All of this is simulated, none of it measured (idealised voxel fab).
process module | voxel ribs on slabs
cross-section cut | 145 nm wide | cells 5 nm
A cross-section is a grid of square cells, given in bands from the top down. A band is one or more rows of cells.
Each band's line starts with the height of the band's top and of its bottom, in nm. Then come its materials from left to right, each with its width in nm. One material with "throughout" fills the band from edge to edge. "air" is empty space.
Height 0 is the level under which the wafer as received is all one material. The lowest band goes on downwards, as in "0 down".
A width such as "30 to 40" changes by the same amount from each row of cells to the next, from the band's top row to its bottom row.
"no change" after a step means that no cell of the cross-section changed.
closed voids: empty space of 8 cells or more with no open way to the top, each as width x height at its distance from the left edge, in nm
after a step's settings: what the simulator itself notes on the step
overlay nm, on a step with a mask: how far to the right of its planned place the mask lay; to the left if negative
plan
1 op RECEIVE | material Si
2 op DIRECTIONAL_DEP | material SiO2 | thk nm 25
3 op DIRECTIONAL_DEP | material polySi | thk nm 20
4 op DIRECTIONAL_DEP | material aC | thk nm 10
5 op PATTERN | tone cover | mask id RIB | material resist | width nm 20 | thk nm 25 | overlay nm 0
6 op DIRECTIONAL_ETCH | etch materials aC | depth nm 10
7 op STRIP | etch materials resist
8 op DIRECTIONAL_ETCH | etch materials polySi | depth nm 15
9 op STRIP | etch materials aC
10 op DIRECTIONAL_DEP | material aC | thk nm 15
11 op PATTERN | tone cover | mask id SLAB | material resist | width nm 60 | thk nm 30 | overlay nm 0
12 op DIRECTIONAL_ETCH | etch materials aC | depth nm 15
13 op STRIP | etch materials resist
14 op DIRECTIONAL_ETCH | etch materials polySi | depth nm 5
15 op STRIP | etch materials aC
16 op FILL_DEP | material SiO2 | thk nm 20
17 op CMP | height nm 55
18 op DIRECTIONAL_DEP | material TiN | thk nm 10
19 op PATTERN | tone cover | mask id HEATER | material resist | width nm 30 | thk nm 20 | overlay nm 0
20 op DIRECTIONAL_ETCH | etch materials TiN | depth nm 10
21 op STRIP | etch materials resist
22 op CONFORMAL_DEP | material SiO2 | thk nm 10
first wafer, as planned
as received, after step 1
  0 down: Si throughout
  closed voids: none
after step 2
  25 to 0: SiO2 throughout
  below 0: unchanged
after step 3
  45 to 25: polySi throughout
  below 25: unchanged
after step 4
  55 to 45: aC throughout
  below 45: unchanged
after step 5
  80 to 55: air 60 | resist 20 | air 65
  below 55: unchanged
after step 6
  70 to 55: air 60 | resist 20 | air 65
  55 to 45: air 60 | aC 20 | air 65
  below 45: unchanged
after step 7
  55 to 45: air 60 | aC 20 | air 65
  below 45: unchanged
after step 8
  55 to 45: air 60 | aC 20 | air 65
  45 to 30: air 60 | polySi 20 | air 65
  below 30: unchanged
after step 9
  45 to 30: air 60 | polySi 20 | air 65
  below 30: unchanged
after step 10
  60 to 45: air 60 | aC 20 | air 65
  45 to 30: aC 60 | polySi 20 | aC 65
  below 30: unchanged
after step 11
  90 to 60: air 40 | resist 60 | air 45
  60 to 45: air 40 | resist 20 | aC 20 | resist 20 | air 45
  below 45: unchanged
after step 12
  75 to 60: air 40 | resist 60 | air 45
  60 to 45: air 40 | resist 20 | aC 20 | resist 20 | air 45
  45 to 30: air 40 | aC 20 | polySi 20 | aC 20 | air 45
  below 30: unchanged
after step 13
  60 to 45: air 60 | aC 20 | air 65
  below 45: unchanged
after step 14
  60 to 45: air 60 | aC 20 | air 65
  45 to 30: air 40 | aC 20 | polySi 20 | aC 20 | air 45
  30 to 25: air 40 | polySi 60 | air 45
  below 25: unchanged
after step 15
  45 to 30: air 60 | polySi 20 | air 65
  below 30: unchanged
after step 16
  65 to 45: SiO2 throughout
  45 to 30: SiO2 60 | polySi 20 | SiO2 65
  30 to 25: SiO2 40 | polySi 60 | SiO2 45
  below 25: unchanged
after step 17
  55 to 45: SiO2 throughout
  below 45: unchanged
after step 18
  65 to 55: TiN throughout
  below 55: unchanged
after step 19
  85 to 65: air 55 | resist 30 | air 60
  below 65: unchanged
after step 20
  85 to 65: air 55 | resist 30 | air 60
  65 to 55: air 55 | TiN 30 | air 60
  below 55: unchanged
after step 21
  65 to 55: air 55 | TiN 30 | air 60
  below 55: unchanged
after step 22
  75 to 65: air 45 | SiO2 50 | air 50
  65 to 55: SiO2 55 | TiN 30 | SiO2 60
  below 55: unchanged
second wafer: like start, like plan, one mistake. Through step 1 it matches the first wafer
when step 2 should have ended
  20 to 0: polySi throughout
  below 0: unchanged
when step 3 should have ended
  45 to 20: SiO2 throughout
  below 20: unchanged
when step 4 should have ended
  55 to 45: aC throughout
  below 45: unchanged
when step 5 should have ended
  80 to 55: air 60 | resist 20 | air 65
  below 55: unchanged
when step 6 should have ended
  70 to 55: air 60 | resist 20 | air 65
  55 to 45: air 60 | aC 20 | air 65
  below 45: unchanged
when step 7 should have ended
  55 to 45: air 60 | aC 20 | air 65
  below 45: unchanged
when step 8 should have ended: no change
when step 9 should have ended
  45 to 20: SiO2 throughout
  below 20: unchanged
when step 10 should have ended
  60 to 45: aC throughout
  below 45: unchanged
when step 11 should have ended
  90 to 60: air 40 | resist 60 | air 45
  below 60: unchanged
when step 12 should have ended
  75 to 60: air 40 | resist 60 | air 45
  60 to 45: air 40 | aC 60 | air 45
  below 45: unchanged
when step 13 should have ended
  60 to 45: air 40 | aC 60 | air 45
  below 45: unchanged
when step 14 should have ended: no change
when step 15 should have ended
  45 to 20: SiO2 throughout
  below 20: unchanged
when step 16 should have ended
  65 to 20: SiO2 throughout
  below 20: unchanged
when step 17 should have ended
  55 to 20: SiO2 throughout
  below 20: unchanged
when step 18 should have ended
  65 to 55: TiN throughout
  below 55: unchanged
when step 19 should have ended
  85 to 65: air 55 | resist 30 | air 60
  below 65: unchanged
when step 20 should have ended
  85 to 65: air 55 | resist 30 | air 60
  65 to 55: air 55 | TiN 30 | air 60
  below 55: unchanged
when step 21 should have ended
  65 to 55: air 55 | TiN 30 | air 60
  below 55: unchanged
when step 22 should have ended
  75 to 65: air 45 | SiO2 50 | air 50
  65 to 55: SiO2 55 | TiN 30 | SiO2 60
  below 55: unchanged
what went wrong: steps 2 and 3 were swapped
at the end the second wafer has, in cells: 92 fewer of SiO2 | 92 more of polySi
